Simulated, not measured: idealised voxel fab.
The process module presented herein is designated voxel transistor to metal.
This is section cut - it's 190 nm across, gridded in 5 nm square cells.
Format of a cross-section: grid, square cells. Given as bands. Order: top down. Band: one or more rows of cells.
Each band's line starts with the height of the band's top and of its bottom, in nm. Then come its materials from left to right, each with its width in nm. One material with "throughout" fills the band from edge to edge. "empty" is empty space.
Measure heights from 0. That's the level where, below it, the as-received wafer is all one material. The lowest band is bottomless and extends downward; write it as in "from 0 down".
Read "30->40" as a graded width: first number on top, second number at the bottom, same change between each pair of neighbouring rows.
What does "nothing changed" mean for a step? It means no cell of the cross-section changed in that step.
"Sealed voids" contains a list of empty spaces, each no smaller than 8 cells and without an open way to the top, written in the form width x height at distance with the distance from the left edge and all three in nm.
That trailing text on a step's line, after the settings, is the simulator's own remark on the step.
"overlay nm" on a masked step: distance the mask lay right of its planned place, negative for left.
## Steps in the process plan
1) RECEIVE (material Si)
2) OXIDIZE (depth nm 5)
3) CONFORMAL_DEP (material SiN; thk nm 15)
4) DIRECTIONAL_DEP (material aC; thk nm 10)
5) PATTERN (tone cover; mask id ACTIVE; material resist; width nm 110; thk nm 30; overlay nm 0)
6) DIRECTIONAL_ETCH (etch materials aC; depth nm 10)
7) STRIP (etch materials resist)
8) DIRECTIONAL_ETCH (etch materials SiN; depth nm 15)
9) DIRECTIONAL_ETCH (etch materials SiO2; depth nm 5)
10) DIRECTIONAL_ETCH (etch materials Si; depth nm 25)
11) STRIP (etch materials aC)
12) OXIDIZE (depth nm 5)
13) FILL_DEP (material SiO2; thk nm 10)
14) CMP (height nm 15)
15) SELECTIVE_ETCH (etch materials SiO2; depth nm 10)
16) STRIP (etch materials SiN)
17) SELECTIVE_ETCH (etch materials SiO2; depth nm 5)
18) OXIDIZE (depth nm 5)
19) DIRECTIONAL_DEP (material polySi; thk nm 20)
20) DIRECTIONAL_DEP (material SiCN; thk nm 15)
21) PATTERN (tone cover; mask id GATE; material resist; width nm 20; thk nm 15; overlay nm 0)
22) DIRECTIONAL_ETCH (etch materials SiCN; depth nm 25)
23) DIRECTIONAL_ETCH (etch materials polySi; depth nm 30)
24) STRIP (etch materials resist)
25) CONFORMAL_DEP (material SiN; thk nm 5)
26) DIRECTIONAL_ETCH (etch materials SiN; depth nm 5)
27) DIRECTIONAL_ETCH (etch materials SiO2; depth nm 5)
28) EPI (material pSi; thk nm 5)
29) FILL_DEP (material SiO2; thk nm 10)
30) CMP (height nm 30)
31) DIRECTIONAL_DEP (material SiO2; thk nm 15)
32) DIRECTIONAL_DEP (material aC; thk nm 15)
33) PATTERN (tone open; mask id CONTACT; material resist; width nm 35; pitch nm 65; thk nm 35; overlay nm 0)
34) DIRECTIONAL_ETCH (etch materials aC; depth nm 15)
35) STRIP (etch materials resist)
36) DIRECTIONAL_ETCH (etch materials SiO2; depth nm 50)
37) STRIP (etch materials aC)
38) CONFORMAL_DEP (material TiN; thk nm 5)
39) FILL_DEP (material Ru; thk nm 10)
40) CMP (height nm 45)
41) CONFORMAL_DEP (material SiCN; thk nm 5)
42) DIRECTIONAL_DEP (material lowk; thk nm 25)
43) DIRECTIONAL_DEP (material aC; thk nm 10)
44) PATTERN (tone open; mask id METAL_1; material resist; width nm 20; pitch nm 80; thk nm 25; overlay nm 0)
45) DIRECTIONAL_ETCH (etch materials aC; depth nm 10)
46) STRIP (etch materials resist)
47) DIRECTIONAL_ETCH (etch materials lowk; depth nm 25)
48) DIRECTIONAL_ETCH (etch materials SiCN; depth nm 5)
49) STRIP (etch materials aC)
50) CONFORMAL_DEP (material TiN; thk nm 5)
51) FILL_DEP (material Cu; thk nm 5)
52) CMP (height nm 75)
53) CONFORMAL_DEP (material SiCN; thk nm 5)
## The first of a set of two wafers, run to plan
## Cross-section: wafer on arrival = after step 1
> from 0 down: Si throughout
> Sealed voids: none
## So this is the wafer cross-section right after step 2
> from 0 to -5: SiO2 throughout
> Below a height of -5, the structure has not been altered.
## So this is the wafer cross-section right after step 3
> from 15 to 0: SiN throughout
> Below a height of 0, the structure has not been altered.
## So this is the wafer cross-section right after step 4
> from 25 to 15: aC throughout
> Below a height of 15, the structure has not been altered.
## So this is the wafer cross-section right after step 5
> from 55 to 25: empty (40) | resist (110) | empty (40)
> Below a height of 25, the structure has not been altered.
## So this is the wafer cross-section right after step 6
> from 45 to 25: empty (40) | resist (110) | empty (40)
> from 25 to 15: empty (40) | aC (110) | empty (40)
> Below a height of 15, the structure has not been altered.
## So this is the wafer cross-section right after step 7
> from 25 to 15: empty (40) | aC (110) | empty (40)
> Below a height of 15, the structure has not been altered.
## So this is the wafer cross-section right after step 8
> from 25 to 15: empty (40) | aC (110) | empty (40)
> from 15 to 0: empty (40) | SiN (110) | empty (40)
> Below a height of 0, the structure has not been altered.
## So this is the wafer cross-section right after step 9
> from 25 to 15: empty (40) | aC (110) | empty (40)
> from 15 to 0: empty (40) | SiN (110) | empty (40)
> from 0 to -5: empty (40) | SiO2 (110) | empty (40)
> Below a height of -5, the structure has not been altered.
## So this is the wafer cross-section right after step 10
> from 25 to 15: empty (40) | aC (110) | empty (40)
> from 15 to 0: empty (40) | SiN (110) | empty (40)
> from 0 to -5: empty (40) | SiO2 (110) | empty (40)
> from -5 to -30: empty (40) | Si (110) | empty (40)
> Below a height of -30, the structure has not been altered.
## So this is the wafer cross-section right after step 11
> from 15 to 0: empty (40) | SiN (110) | empty (40)
> Below a height of 0, the structure has not been altered.
## So this is the wafer cross-section right after step 12
> from 15 to 0: empty (40) | SiN (110) | empty (40)
> from 0 to -5: empty (40) | SiO2 (110) | empty (40)
> from -5 to -30: empty (40) | SiO2 (5) | Si (100) | SiO2 (5) | empty (40)
> from -30 to -35: SiO2 (45) | Si (100) | SiO2 (45)
> Below a height of -35, the structure has not been altered.
## So this is the wafer cross-section right after step 13
> from 25 to 15: SiO2 throughout
> from 15 to 0: SiO2 (40) | SiN (110) | SiO2 (40)
> from 0 to -5: SiO2 throughout
> from -5 to -35: SiO2 (45) | Si (100) | SiO2 (45)
> Below a height of -35, the structure has not been altered.
## So this is the wafer cross-section right after step 14
> from 15 to 0: SiO2 (40) | SiN (110) | SiO2 (40)
> Below a height of 0, the structure has not been altered.
## So this is the wafer cross-section right after step 15
> from 15 to 5: empty (40) | SiN (110) | empty (40)
> Below a height of 5, the structure has not been altered.
## So this is the wafer cross-section right after step 16
> from 5 to 0: SiO2 (40) | empty (110) | SiO2 (40)
> Below a height of 0, the structure has not been altered.
## So this is the wafer cross-section right after step 17
> from 0 to -5: SiO2 (35) | empty (120) | SiO2 (35)
> Below a height of -5, the structure has not been altered.
## So this is the wafer cross-section right after step 18
> from 0 to -5: SiO2 (35) | empty (120) | SiO2 (35)
> from -5 to -10: SiO2 throughout
> Below a height of -10, the structure has not been altered.
## So this is the wafer cross-section right after step 19
> from 20 to 15: polySi (35) | empty (120) | polySi (35)
> from 15 to 0: polySi throughout
> from 0 to -5: SiO2 (35) | polySi (120) | SiO2 (35)
> Below a height of -5, the structure has not been altered.
## So this is the wafer cross-section right after step 20
> from 35 to 30: SiCN (35) | empty (120) | SiCN (35)
> from 30 to 20: SiCN throughout
> from 20 to 15: polySi (35) | SiCN (120) | polySi (35)
> Below a height of 15, the structure has not been altered.
## So this is the wafer cross-section right after step 21
> from 50 to 35: empty (85) | resist (20) | empty (85)
> from 35 to 30: SiCN (35) | empty (50) | resist (20) | empty (50) | SiCN (35)
> Below a height of 30, the structure has not been altered.
## So this is the wafer cross-section right after step 22
> from 50 to 30: empty (85) | resist (20) | empty (85)
> from 30 to 20: empty (85) | SiCN (20) | empty (85)
> from 20 to 15: polySi (35) | empty (50) | SiCN (20) | empty (50) | polySi (35)
> Below a height of 15, the structure has not been altered.
## So this is the wafer cross-section right after step 23
> from 50 to 30: empty (85) | resist (20) | empty (85)
> from 30 to 15: empty (85) | SiCN (20) | empty (85)
> from 15 to 0: empty (85) | polySi (20) | empty (85)
> from 0 to -5: SiO2 (35) | empty (50) | polySi (20) | empty (50) | SiO2 (35)
> Below a height of -5, the structure has not been altered.
## So this is the wafer cross-section right after step 24
> from 30 to 15: empty (85) | SiCN (20) | empty (85)
> Below a height of 15, the structure has not been altered.
## So this is the wafer cross-section right after step 25
> from 35 to 30: empty (80) | SiN (30) | empty (80)
> from 30 to 15: empty (80) | SiN (5) | SiCN (20) | SiN (5) | empty (80)
> from 15 to 5: empty (80) | SiN (5) | polySi (20) | SiN (5) | empty (80)
> from 5 to 0: SiN (40) | empty (40) | SiN (5) | polySi (20) | SiN (5) | empty (40) | SiN (40)
> from 0 to -5: SiO2 (35) | SiN (50) | polySi (20) | SiN (50) | SiO2 (35)
> Below a height of -5, the structure has not been altered.
## So this is the wafer cross-section right after step 26
> from 30 to 15: empty (80) | SiN (5) | SiCN (20) | SiN (5) | empty (80)
> from 15 to 0: empty (80) | SiN (5) | polySi (20) | SiN (5) | empty (80)
> from 0 to -5: SiO2 (35) | SiN (5) | empty (40) | SiN (5) | polySi (20) | SiN (5) | empty (40) | SiN (5) | SiO2 (35)
> Below a height of -5, the structure has not been altered.
## So this is the wafer cross-section right after step 27
> from 30 to 15: empty (80) | SiN (5) | SiCN (20) | SiN (5) | empty (80)
> from 15 to 0: empty (80) | SiN (5) | polySi (20) | SiN (5) | empty (80)
> from 0 to -5: empty (35) | SiN (5) | empty (40) | SiN (5) | polySi (20) | SiN (5) | empty (40) | SiN (5) | empty (35)
> from -5 to -10: SiO2 (40) | empty (40) | SiO2 (30) | empty (40) | SiO2 (40)
> Below a height of -10, the structure has not been altered.
## So this is the wafer cross-section right after step 28
> from 30 to 15: empty (80) | SiN (5) | SiCN (20) | SiN (5) | empty (80)
> from 15 to 0: empty (80) | SiN (5) | polySi (20) | SiN (5) | empty (80)
> from 0 to -5: empty (35) | SiN (5) | empty (40) | SiN (5) | polySi (20) | SiN (5) | empty (40) | SiN (5) | empty (35)
> from -5 to -10: SiO2 (40) | pSi (40) | SiO2 (30) | pSi (40) | SiO2 (40)
> Below a height of -10, the structure has not been altered.
## So this is the wafer cross-section right after step 29
> from 40 to 30: SiO2 throughout
> from 30 to 15: SiO2 (80) | SiN (5) | SiCN (20) | SiN (5) | SiO2 (80)
> from 15 to 0: SiO2 (80) | SiN (5) | polySi (20) | SiN (5) | SiO2 (80)
> from 0 to -5: SiO2 (35) | SiN (5) | SiO2 (40) | SiN (5) | polySi (20) | SiN (5) | SiO2 (40) | SiN (5) | SiO2 (35)
> Below a height of -5, the structure has not been altered.
## So this is the wafer cross-section right after step 30
> from 30 to 15: SiO2 (80) | SiN (5) | SiCN (20) | SiN (5) | SiO2 (80)
> Below a height of 15, the structure has not been altered.
## So this is the wafer cross-section right after step 31
> from 45 to 30: SiO2 throughout
> Below a height of 30, the structure has not been altered.
## So this is the wafer cross-section right after step 32
> from 60 to 45: aC throughout
> Below a height of 45, the structure has not been altered.
## So this is the wafer cross-section right after step 33
> from 95 to 60: resist (45) | empty (35) | resist (30) | empty (35) | resist (45)
> Below a height of 60, the structure has not been altered.
## So this is the wafer cross-section right after step 34
> from 80 to 60: resist (45) | empty (35) | resist (30) | empty (35) | resist (45)
> from 60 to 45: aC (45) | empty (35) | aC (30) | empty (35) | aC (45)
> Below a height of 45, the structure has not been altered.
## So this is the wafer cross-section right after step 35
> from 60 to 45: aC (45) | empty (35) | aC (30) | empty (35) | aC (45)
> Below a height of 45, the structure has not been altered.
## So this is the wafer cross-section right after step 36
> from 60 to 45: aC (45) | empty (35) | aC (30) | empty (35) | aC (45)
> from 45 to 30: SiO2 (45) | empty (35) | SiO2 (30) | empty (35) | SiO2 (45)
> from 30 to 15: SiO2 (45) | empty (35) | SiN (5) | SiCN (20) | SiN (5) | empty (35) | SiO2 (45)
> from 15 to 0: SiO2 (45) | empty (35) | SiN (5) | polySi (20) | SiN (5) | empty (35) | SiO2 (45)
> from 0 to -5: SiO2 (35) | SiN (5) | SiO2 (5) | empty (35) | SiN (5) | polySi (20) | SiN (5) | empty (35) | SiO2 (5) | SiN (5) | SiO2 (35)
> Below a height of -5, the structure has not been altered.
## So this is the wafer cross-section right after step 37
> from 45 to 30: SiO2 (45) | empty (35) | SiO2 (30) | empty (35) | SiO2 (45)
> Below a height of 30, the structure has not been altered.
## So this is the wafer cross-section right after step 38
> from 50 to 45: TiN (50) | empty (25) | TiN (40) | empty (25) | TiN (50)
> from 45 to 30: SiO2 (45) | TiN (5) | empty (25) | TiN (5) | SiO2 (30) | TiN (5) | empty (25) | TiN (5) | SiO2 (45)
> from 30 to 15: SiO2 (45) | TiN (5) | empty (25) | TiN (5) | SiN (5) | SiCN (20) | SiN (5) | TiN (5) | empty (25) | TiN (5) | SiO2 (45)
> from 15 to 0: SiO2 (45) | TiN (5) | empty (25) | TiN (5) | SiN (5) | polySi (20) | SiN (5) | TiN (5) | empty (25) | TiN (5) | SiO2 (45)
> from 0 to -5: SiO2 (35) | SiN (5) | SiO2 (5) | TiN (35) | SiN (5) | polySi (20) | SiN (5) | TiN (35) | SiO2 (5) | SiN (5) | SiO2 (35)
> Below a height of -5, the structure has not been altered.
## So this is the wafer cross-section right after step 39
> from 60 to 50: Ru throughout
> from 50 to 45: TiN (50) | Ru (25) | TiN (40) | Ru (25) | TiN (50)
> from 45 to 30: SiO2 (45) | TiN (5) | Ru (25) | TiN (5) | SiO2 (30) | TiN (5) | Ru (25) | TiN (5) | SiO2 (45)
> from 30 to 15: SiO2 (45) | TiN (5) | Ru (25) | TiN (5) | SiN (5) | SiCN (20) | SiN (5) | TiN (5) | Ru (25) | TiN (5) | SiO2 (45)
> from 15 to 0: SiO2 (45) | TiN (5) | Ru (25) | TiN (5) | SiN (5) | polySi (20) | SiN (5) | TiN (5) | Ru (25) | TiN (5) | SiO2 (45)
> Below a height of 0, the structure has not been altered.
## So this is the wafer cross-section right after step 40
> from 45 to 30: SiO2 (45) | TiN (5) | Ru (25) | TiN (5) | SiO2 (30) | TiN (5) | Ru (25) | TiN (5) | SiO2 (45)
> Below a height of 30, the structure has not been altered.
## So this is the wafer cross-section right after step 41
> from 50 to 45: SiCN throughout
> Below a height of 45, the structure has not been altered.
## So this is the wafer cross-section right after step 42
> from 75 to 50: lowk throughout
> Below a height of 50, the structure has not been altered.
## So this is the wafer cross-section right after step 43
> from 85 to 75: aC throughout
> Below a height of 75, the structure has not been altered.
## So this is the wafer cross-section right after step 44
> from 110 to 85: resist (45) | empty (20) | resist (60) | empty (20) | resist (45)
> Below a height of 85, the structure has not been altered.
## So this is the wafer cross-section right after step 45
> from 100 to 85: resist (45) | empty (20) | resist (60) | empty (20) | resist (45)
> from 85 to 75: aC (45) | empty (20) | aC (60) | empty (20) | aC (45)
> Below a height of 75, the structure has not been altered.
## So this is the wafer cross-section right after step 46
> from 85 to 75: aC (45) | empty (20) | aC (60) | empty (20) | aC (45)
> Below a height of 75, the structure has not been altered.
## So this is the wafer cross-section right after step 47
> from 85 to 75: aC (45) | empty (20) | aC (60) | empty (20) | aC (45)
> from 75 to 50: lowk (45) | empty (20) | lowk (60) | empty (20) | lowk (45)
> Below a height of 50, the structure has not been altered.
## So this is the wafer cross-section right after step 48
> from 85 to 75: aC (45) | empty (20) | aC (60) | empty (20) | aC (45)
> from 75 to 50: lowk (45) | empty (20) | lowk (60) | empty (20) | lowk (45)
> from 50 to 45: SiCN (45) | empty (20) | SiCN (60) | empty (20) | SiCN (45)
> Below a height of 45, the structure has not been altered.
## So this is the wafer cross-section right after step 49
> from 75 to 50: lowk (45) | empty (20) | lowk (60) | empty (20) | lowk (45)
> Below a height of 50, the structure has not been altered.
## So this is the wafer cross-section right after step 50
> from 80 to 75: TiN (50) | empty (10) | TiN (70) | empty (10) | TiN (50)
> from 75 to 50: lowk (45) | TiN (5) | empty (10) | TiN (5) | lowk (60) | TiN (5) | empty (10) | TiN (5) | lowk (45)
> from 50 to 45: SiCN (45) | TiN (20) | SiCN (60) | TiN (20) | SiCN (45)
> Below a height of 45, the structure has not been altered.
## So this is the wafer cross-section right after step 51
> from 85 to 80: Cu throughout
> from 80 to 75: TiN (50) | Cu (10) | TiN (70) | Cu (10) | TiN (50)
> from 75 to 50: lowk (45) | TiN (5) | Cu (10) | TiN (5) | lowk (60) | TiN (5) | Cu (10) | TiN (5) | lowk (45)
> Below a height of 50, the structure has not been altered.
## So this is the wafer cross-section right after step 52
> from 75 to 50: lowk (45) | TiN (5) | Cu (10) | TiN (5) | lowk (60) | TiN (5) | Cu (10) | TiN (5) | lowk (45)
> Below a height of 50, the structure has not been altered.
## So this is the wafer cross-section right after step 53
> from 80 to 75: SiCN throughout
> Below a height of 75, the structure has not been altered.
## The second wafer was prepared from the same starting point and under the same plan as the first; its processing contained one mistake, and it remains indistinguishable from the first wafer up to and including step 50
## Planned end of step 51: second wafer, cross-section
> from 85 to 80: SiN throughout
> from 80 to 75: TiN (50) | SiN (10) | TiN (70) | SiN (10) | TiN (50)
> from 75 to 50: lowk (45) | TiN (5) | SiN (10) | TiN (5) | lowk (60) | TiN (5) | SiN (10) | TiN (5) | lowk (45)
> Below a height of 50, the structure has not been altered.
## Planned end of step 52: second wafer, cross-section
> from 75 to 50: lowk (45) | TiN (5) | SiN (10) | TiN (5) | lowk (60) | TiN (5) | SiN (10) | TiN (5) | lowk (45)
> Below a height of 50, the structure has not been altered.
## Planned end of step 53: second wafer, cross-section
> from 80 to 75: SiCN throughout
> Below a height of 75, the structure has not been altered.
What broke from the plan during processing? step 51 did not happen as planned, as run it was FILL_DEP (material SiN; thk nm 5)
Final tally in cells, some materials are higher or lower on the second wafer than on the first: Cu -20, SiN +20
